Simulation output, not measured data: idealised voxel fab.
You're looking at the process module voxel self aligned vias.
We display cut, a cross-section 180 nm in width whose square cells are each 5 nm.
Format of a cross-section: grid, square cells. Given as bands. Order: top down. Band: one or more rows of cells. Top height, bottom height, nm. Materials left to right, width each, nm. Single material + "full width" = fills band edge to edge. "air" = empty. Basically, 0 is our baseline, since under it the wafer straight out of the box is all one material. The bottom band has no lower end and keeps on going down, so it looks like "0 down". Width "30->40": first value at the band's top row of cells, second value at its bottom row, equal change from row to row. Step note "no modifications" = no cross-section cell changed. Empty spaces counting at least 8 cells and having no open way to the top are listed in "Unvented voids". The notation width x height at distance is used for each, the distance being from the left edge and all three values in nm. What comes after the settings on a step's line is commentary from the simulator itself on that step. The line of a step may include "overlay nm". On a step with a mask, this value is how far to the right of its planned place the mask lay. A negative value means the mask lay to the left.
-- Steps planned for the process
1) RECEIVE (material Si)
2) CONFORMAL_DEP (material SiO2; thk nm 10)
3) CONFORMAL_DEP (material SiCN; thk nm 5)
4) DIRECTIONAL_DEP (material lowk; thk nm 25)
5) DIRECTIONAL_DEP (material aC; thk nm 15)
6) PATTERN (tone open; mask id LINES; material resist; width nm 30; pitch nm 55; thk nm 30; overlay nm 0)
7) DIRECTIONAL_ETCH (etch materials aC; depth nm 15)
8) STRIP (etch materials resist)
9) DIRECTIONAL_ETCH (etch materials lowk; depth nm 25)
10) STRIP (etch materials aC)
11) CONFORMAL_DEP (material TiN; thk nm 5)
12) FILL_DEP (material Ru; thk nm 5)
13) CMP (height nm 40)
14) SELECTIVE_ETCH (etch materials W Ru TiN; depth nm 10)
15) FILL_DEP (material SiN; thk nm 5)
16) CMP (height nm 40)
17) DIRECTIONAL_DEP (material lowk; thk nm 20)
18) DIRECTIONAL_DEP (material aC; thk nm 10)
19) PATTERN (tone open; mask id VIAS; material resist; width nm 40; pitch nm 55; thk nm 30; overlay nm 0)
20) DIRECTIONAL_ETCH (etch materials aC; depth nm 10)
21) STRIP (etch materials resist)
22) DIRECTIONAL_ETCH (etch materials lowk; depth nm 20)
23) DIRECTIONAL_ETCH (etch materials SiN; depth nm 10)
24) STRIP (etch materials aC)
25) CONFORMAL_DEP (material TiN; thk nm 5)
26) FILL_DEP (material Cu; thk nm 5)
27) CMP (height nm 60)
28) CONFORMAL_DEP (material SiCN; thk nm 5)
-- First wafer, two in total, run as planned
-- The cross-section here shows the wafer as received, i.e. in its state after step 1
  0 down = Si full width
  Unvented voids: none
-- You're looking at a cross-section of the wafer after step 2
  10 to 0 = SiO2 full width
  Anything lower than 0 is untouched.
-- You're looking at a cross-section of the wafer after step 3
  15 to 10 = SiCN full width
  Anything lower than 10 is untouched.
-- You're looking at a cross-section of the wafer after step 4
  40 to 15 = lowk full width
  Anything lower than 15 is untouched.
-- You're looking at a cross-section of the wafer after step 5
  55 to 40 = aC full width
  Anything lower than 40 is untouched.
-- You're looking at a cross-section of the wafer after step 6
  85 to 55 = 45 resist; 30 air; 25 resist; 30 air; 50 resist
  Anything lower than 55 is untouched.
-- You're looking at a cross-section of the wafer after step 7
  70 to 55 = 45 resist; 30 air; 25 resist; 30 air; 50 resist
  55 to 40 = 45 aC; 30 air; 25 aC; 30 air; 50 aC
  Anything lower than 40 is untouched.
-- You're looking at a cross-section of the wafer after step 8
  55 to 40 = 45 aC; 30 air; 25 aC; 30 air; 50 aC
  Anything lower than 40 is untouched.
-- You're looking at a cross-section of the wafer after step 9
  55 to 40 = 45 aC; 30 air; 25 aC; 30 air; 50 aC
  40 to 15 = 45 lowk; 30 air; 25 lowk; 30 air; 50 lowk
  Anything lower than 15 is untouched.
-- You're looking at a cross-section of the wafer after step 10
  40 to 15 = 45 lowk; 30 air; 25 lowk; 30 air; 50 lowk
  Anything lower than 15 is untouched.
-- You're looking at a cross-section of the wafer after step 11
  45 to 40 = 50 TiN; 20 air; 35 TiN; 20 air; 55 TiN
  40 to 20 = 45 lowk; 5 TiN; 20 air; 5 TiN; 25 lowk; 5 TiN; 20 air; 5 TiN; 50 lowk
  20 to 15 = 45 lowk; 30 TiN; 25 lowk; 30 TiN; 50 lowk
  Anything lower than 15 is untouched.
-- You're looking at a cross-section of the wafer after step 12
  50 to 45 = Ru full width
  45 to 40 = 50 TiN; 20 Ru; 35 TiN; 20 Ru; 55 TiN
  40 to 20 = 45 lowk; 5 TiN; 20 Ru; 5 TiN; 25 lowk; 5 TiN; 20 Ru; 5 TiN; 50 lowk
  Anything lower than 20 is untouched.
-- You're looking at a cross-section of the wafer after step 13
  40 to 20 = 45 lowk; 5 TiN; 20 Ru; 5 TiN; 25 lowk; 5 TiN; 20 Ru; 5 TiN; 50 lowk
  Anything lower than 20 is untouched.
-- You're looking at a cross-section of the wafer after step 14
  40 to 30 = 45 lowk; 30 air; 25 lowk; 30 air; 50 lowk
  Anything lower than 30 is untouched.
-- You're looking at a cross-section of the wafer after step 15
  45 to 40 = SiN full width
  40 to 30 = 45 lowk; 30 SiN; 25 lowk; 30 SiN; 50 lowk
  Anything lower than 30 is untouched.
-- You're looking at a cross-section of the wafer after step 16
  40 to 30 = 45 lowk; 30 SiN; 25 lowk; 30 SiN; 50 lowk
  Anything lower than 30 is untouched.
-- You're looking at a cross-section of the wafer after step 17
  60 to 40 = lowk full width
  Anything lower than 40 is untouched.
-- You're looking at a cross-section of the wafer after step 18
  70 to 60 = aC full width
  Anything lower than 60 is untouched.
-- You're looking at a cross-section of the wafer after step 19
  100 to 70 = 40 resist; 40 air; 15 resist; 40 air; 45 resist
  Anything lower than 70 is untouched.
-- You're looking at a cross-section of the wafer after step 20
  90 to 70 = 40 resist; 40 air; 15 resist; 40 air; 45 resist
  70 to 60 = 40 aC; 40 air; 15 aC; 40 air; 45 aC
  Anything lower than 60 is untouched.
-- You're looking at a cross-section of the wafer after step 21
  70 to 60 = 40 aC; 40 air; 15 aC; 40 air; 45 aC
  Anything lower than 60 is untouched.
-- You're looking at a cross-section of the wafer after step 22
  70 to 60 = 40 aC; 40 air; 15 aC; 40 air; 45 aC
  60 to 40 = 40 lowk; 40 air; 15 lowk; 40 air; 45 lowk
  Anything lower than 40 is untouched.
-- You're looking at a cross-section of the wafer after step 23
  70 to 60 = 40 aC; 40 air; 15 aC; 40 air; 45 aC
  60 to 40 = 40 lowk; 40 air; 15 lowk; 40 air; 45 lowk
  40 to 30 = 45 lowk; 30 air; 25 lowk; 30 air; 50 lowk
  Anything lower than 30 is untouched.
-- You're looking at a cross-section of the wafer after step 24
  60 to 40 = 40 lowk; 40 air; 15 lowk; 40 air; 45 lowk
  Anything lower than 40 is untouched.
-- You're looking at a cross-section of the wafer after step 25
  65 to 60 = 45 TiN; 30 air; 25 TiN; 30 air; 50 TiN
  60 to 45 = 40 lowk; 5 TiN; 30 air; 5 TiN; 15 lowk; 5 TiN; 30 air; 5 TiN; 45 lowk
  45 to 35 = 40->45 lowk; 10->5 TiN; 20 air; 10->5 TiN; 15->25 lowk; 10->5 TiN; 20 air; 10->5 TiN; 45->50 lowk
  35 to 30 = 45 lowk; 30 TiN; 25 lowk; 30 TiN; 50 lowk
  Anything lower than 30 is untouched.
-- You're looking at a cross-section of the wafer after step 26
  70 to 65 = Cu full width
  65 to 60 = 45 TiN; 30 Cu; 25 TiN; 30 Cu; 50 TiN
  60 to 45 = 40 lowk; 5 TiN; 30 Cu; 5 TiN; 15 lowk; 5 TiN; 30 Cu; 5 TiN; 45 lowk
  45 to 35 = 40->45 lowk; 10->5 TiN; 20 Cu; 10->5 TiN; 15->25 lowk; 10->5 TiN; 20 Cu; 10->5 TiN; 45->50 lowk
  Anything lower than 35 is untouched.
-- You're looking at a cross-section of the wafer after step 27
  60 to 45 = 40 lowk; 5 TiN; 30 Cu; 5 TiN; 15 lowk; 5 TiN; 30 Cu; 5 TiN; 45 lowk
  Anything lower than 45 is untouched.
-- You're looking at a cross-section of the wafer after step 28
  65 to 60 = SiCN full width
  Anything lower than 60 is untouched.
-- The second wafer: identical to the first at the outset and in its planned sequence, differing only in that one mistake was made during processing; up to and including step 21, its path is the first wafer's path
-- Second wafer, sectioned view, at step 22's planned end time
  70 to 60 = 40 aC; 40 air; 15 aC; 40 air; 45 aC
  60 to 40 = 40 lowk; 40 air; 15 lowk; 40 air; 45 lowk
  40 to 30 = 40 lowk; 5 air; 30 SiN; 5 air; 15 lowk; 5 air; 30 SiN; 5 air; 45 lowk
  30 to 20 = 40 lowk; 5 air; 5 TiN; 20 Ru; 5 TiN; 5 air; 15 lowk; 5 air; 5 TiN; 20 Ru; 5 TiN; 5 air; 45 lowk
  Anything lower than 20 is untouched.
-- Second wafer, sectioned view, at step 23's planned end time
  70 to 60 = 40 aC; 40 air; 15 aC; 40 air; 45 aC
  60 to 30 = 40 lowk; 40 air; 15 lowk; 40 air; 45 lowk
  Anything lower than 30 is untouched.
-- Second wafer, sectioned view, at step 24's planned end time
  60 to 30 = 40 lowk; 40 air; 15 lowk; 40 air; 45 lowk
  Anything lower than 30 is untouched.
-- Second wafer, sectioned view, at step 25's planned end time
  65 to 60 = 45 TiN; 30 air; 25 TiN; 30 air; 50 TiN
  60 to 35 = 40 lowk; 5 TiN; 30 air; 5 TiN; 15 lowk; 5 TiN; 30 air; 5 TiN; 45 lowk
  35 to 30 = 40 lowk; 40 TiN; 15 lowk; 40 TiN; 45 lowk
  30 to 20 = 40 lowk; 10 TiN; 20 Ru; 10 TiN; 15 lowk; 10 TiN; 20 Ru; 10 TiN; 45 lowk
  Anything lower than 20 is untouched.
-- Second wafer, sectioned view, at step 26's planned end time
  70 to 65 = Cu full width
  65 to 60 = 45 TiN; 30 Cu; 25 TiN; 30 Cu; 50 TiN
  60 to 35 = 40 lowk; 5 TiN; 30 Cu; 5 TiN; 15 lowk; 5 TiN; 30 Cu; 5 TiN; 45 lowk
  Anything lower than 35 is untouched.
-- Second wafer, sectioned view, at step 27's planned end time
  60 to 35 = 40 lowk; 5 TiN; 30 Cu; 5 TiN; 15 lowk; 5 TiN; 30 Cu; 5 TiN; 45 lowk
  Anything lower than 35 is untouched.
-- Second wafer, sectioned view, at step 28's planned end time
  65 to 60 = SiCN full width
  Anything lower than 60 is untouched.
Short version of what went wrong: step 22 of the plan was performed twice
Final difference in cells, second wafer against first, listed per material as more or fewer: Cu +8 | TiN +8 | lowk -16
